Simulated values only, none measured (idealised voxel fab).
The following is a process module called voxel transistor to metal.
Cross-sectional view cut (width: 280 nm; square cell size: 5 nm).
Bands, listed from the top down, are how a cross-section gets written in this document; the cross-section itself is a grid of square cells, and a band is one or more rows of them. This entry defines a band. It first specifies the height of the band's top and the height of its bottom in nm, and then specifies the band's materials from left to right, stating each material with its width in nm. The word "full width" identifies a single material that fills the band from edge to edge, while the word "blank" identifies empty space. Basically, 0 is our baseline, since under it the wafer straight out of the box is all one material. The bottom band has no lower end and keeps on going down, so it looks like "0 down". The width entry "30..40" should be interpreted row by row: the top row of cells in the band takes the first number, the bottom row takes the second number, and the change between adjacent rows is uniform throughout. Basically "left unchanged" means that step didn't change any cell in the cross-section. "Completely enclosed voids": empty spaces of 8 cells or more with no open way to the top, each given as width x height at distance, distance from the left edge, all in nm. The remark found on a step's line after its settings is issued by the simulator itself and pertains to that step. overlay nm: step with mask; distance mask lay right of planned place; negative value = left of planned place.

So here's the lineup of process steps we planned
1 RECEIVE, material Si
2 OXIDIZE, depth nm 5
3 CONFORMAL_DEP, material SiN, thk nm 10
4 MASKED_ETCH, tone cover, mask id ACTIVE, width nm 110, pitch nm 135, etch materials SiN, depth nm 10, overlay nm 0
5 MASKED_ETCH, tone cover, mask id ACTIVE, width nm 110, pitch nm 135, etch materials SiO2, depth nm 5, overlay nm 0
6 MASKED_ETCH, tone cover, mask id ACTIVE, width nm 110, pitch nm 135, etch materials Si, depth nm 35, overlay nm 0
7 FILL_DEP, material SiO2, thk nm 10
8 CMP, height nm 10
9 SELECTIVE_ETCH, etch materials SiO2, depth nm 10
10 STRIP, etch materials SiN
11 SELECTIVE_ETCH, etch materials SiO2, depth nm 5
12 OXIDIZE, depth nm 5
13 DIRECTIONAL_DEP, material polySi, thk nm 20
14 DIRECTIONAL_DEP, material SiCN, thk nm 10
15 PATTERN, tone cover, mask id GATE, material resist, width nm 30, pitch nm 135, thk nm 15, overlay nm 0
16 DIRECTIONAL_ETCH, etch materials SiCN, depth nm 20
17 DIRECTIONAL_ETCH, etch materials polySi, depth nm 30
18 STRIP, etch materials resist
19 CONFORMAL_DEP, material SiN, thk nm 5
20 DIRECTIONAL_ETCH, etch materials SiN, depth nm 5
21 DIRECTIONAL_ETCH, etch materials SiO2, depth nm 5
22 DIRECTIONAL_ETCH, etch materials Si, depth nm 15
23 EPI, material SiGe, thk nm 15
24 FILL_DEP, material SiO2, thk nm 10
25 CMP, height nm 15
26 STRIP, etch materials polySi
27 SELECTIVE_ETCH, etch materials SiO2, depth nm 5
28 CONFORMAL_DEP, material HfO2, thk nm 5
29 CONFORMAL_DEP, material TiN, thk nm 5
30 FILL_DEP, material W, thk nm 5
31 CMP, height nm 10
32 DIRECTIONAL_DEP, material SiO2, thk nm 10
33 MASKED_ETCH, tone open, mask id CONTACT, width nm 20, etch materials SiO2, depth nm 30, overlay nm 0
34 CONFORMAL_DEP, material TiN, thk nm 5
35 FILL_DEP, material W, thk nm 5
36 CMP, height nm 20
37 DIRECTIONAL_DEP, material TiN, thk nm 5
38 DIRECTIONAL_DEP, material W, thk nm 20
39 PATTERN, tone cover, mask id METAL_1, material resist, width nm 20, thk nm 20, overlay nm 0
40 DIRECTIONAL_ETCH, etch materials W, depth nm 20
41 DIRECTIONAL_ETCH, etch materials TiN, depth nm 5
42 STRIP, etch materials resist
43 CONFORMAL_DEP, material SiCN, thk nm 5
44 FILL_DEP, material SiO2, thk nm 5
45 CMP, height nm 45
46 CONFORMAL_DEP, material SiN, thk nm 5

as received, after step 1
	0 down | Si full width
	Completely enclosed voids: none

Cross-section taken at module completion on the first of two wafers; processed per the plan
	50 to 45 | SiN full width
	45 to 25 | SiO2 (15); SiCN (5); W (20); SiCN (5); SiO2 (50); SiCN (5); W (20); SiCN (5); SiO2 (25); SiCN (5); W (20); SiCN (5); SiO2 (50); SiCN (5); W (20); SiCN (5); SiO2 (20)
	25 to 20 | SiCN (20); TiN (20); SiCN (60); TiN (20); SiCN (35); TiN (20); SiCN (60); TiN (20); SiCN (25)
	20 to 10 | SiO2 (20); TiN (5); W (10); TiN (5); SiO2 (60); TiN (5); W (10); TiN (5); SiO2 (35); TiN (5); W (10); TiN (5); SiO2 (60); TiN (5); W (10); TiN (5); SiO2 (25)
	10 to 5 | SiO2 (20); TiN (5); W (5); TiN (10); SiO2 (10); SiN (5); HfO2 (5); TiN (5); W (10); TiN (5); HfO2 (5); SiN (5); SiO2 (10); TiN (10); W (5); TiN (5); SiO2 (35); TiN (5); W (5); TiN (10); SiO2 (10); SiN (5); HfO2 (5); TiN (5); W (10); TiN (5); HfO2 (5); SiN (5); SiO2 (10); TiN (10); W (5); TiN (5); SiO2 (25)
	5 to 0 | SiO2 (20); TiN (5); W (5); TiN (5); SiGe (15); SiN (5); HfO2 (5); TiN (5); W (10); TiN (5); HfO2 (5); SiN (5); SiGe (15); TiN (5); W (5); TiN (5); SiO2 (35); TiN (5); W (5); TiN (5); SiGe (15); SiN (5); HfO2 (5); TiN (5); W (10); TiN (5); HfO2 (5); SiN (5); SiGe (15); TiN (5); W (5); TiN (5); SiO2 (25)
	0 to -5 | SiO2 (20); TiN (5); W (5); TiN (5); SiGe (15); SiN (5); HfO2 (5); TiN (20); HfO2 (5); SiN (5); SiGe (15); TiN (5); W (5); TiN (5); SiO2 (35); TiN (5); W (5); TiN (5); SiGe (15); SiN (5); HfO2 (5); TiN (20); HfO2 (5); SiN (5); SiGe (15); TiN (5); W (5); TiN (5); SiO2 (25)
	-5 to -10 | SiO2 (20); TiN (15); SiGe (15); HfO2 (40); SiGe (15); TiN (15); SiO2 (35); TiN (15); SiGe (15); HfO2 (40); SiGe (15); TiN (15); SiO2 (25)
	-10 to -25 | SiO2 (15); SiGe (35); Si (40); SiGe (35); SiO2 (25); SiGe (35); Si (40); SiGe (35); SiO2 (20)
	-25 to -40 | SiO2 (15); Si (110); SiO2 (25); Si (110); SiO2 (20)
	-40 down | Si full width
	Completely enclosed voids: none

So this is wafer number two of the two, cut at the end of the module - it started where the first did and had the same plan, we just got one thing wrong running it
	50 to 45 | SiN full width
	45 to 25 | SiO2 (15); SiCN (5); W (20); SiCN (5); SiO2 (50); SiCN (5); W (20); SiCN (5); SiO2 (25); SiCN (5); W (20); SiCN (5); SiO2 (50); SiCN (5); W (20); SiCN (5); SiO2 (20)
	25 to 20 | SiCN (20); TiN (20); SiCN (60); TiN (20); SiCN (35); TiN (20); SiCN (60); TiN (20); SiCN (25)
	20 to 10 | SiO2 (20); TiN (5); W (10); TiN (5); SiO2 (60); TiN (5); W (10); TiN (5); SiO2 (35); TiN (5); W (10); TiN (5); SiO2 (60); TiN (5); W (10); TiN (5); SiO2 (25)
	10 to 5 | SiO2 (20); TiN (5); W (5); TiN (10); SiO2 (60); TiN (10); W (5); TiN (5); SiO2 (35); TiN (5); W (5); TiN (10); SiO2 (60); TiN (10); W (5); TiN (5); SiO2 (25)
	5 to -5 | SiO2 (20); TiN (5); W (5); TiN (5); SiGe (15); SiN (5); SiCN (30); SiN (5); SiGe (15); TiN (5); W (5); TiN (5); SiO2 (35); TiN (5); W (5); TiN (5); SiGe (15); SiN (5); SiCN (30); SiN (5); SiGe (15); TiN (5); W (5); TiN (5); SiO2 (25)
	-5 to -10 | SiO2 (20); TiN (15); SiGe (15); SiO2 (40); SiGe (15); TiN (15); SiO2 (35); TiN (15); SiGe (15); SiO2 (40); SiGe (15); TiN (15); SiO2 (25)
	-10 to -25 | SiO2 (15); SiGe (35); Si (40); SiGe (35); SiO2 (25); SiGe (35); Si (40); SiGe (35); SiO2 (20)
	-25 to -40 | SiO2 (15); Si (110); SiO2 (25); Si (110); SiO2 (20)
	-40 down | Si full width
	Completely enclosed voids: none
Which mistake was made when the wafer was run? step 13 of the plan was jumped over and never run
Final tally in cells, some materials are higher or lower on the second wafer than on the first: 28 fewer of HfO2, 24 more of SiCN, 4 fewer of SiN, 32 more of SiO2, 16 fewer of TiN, 8 fewer of W
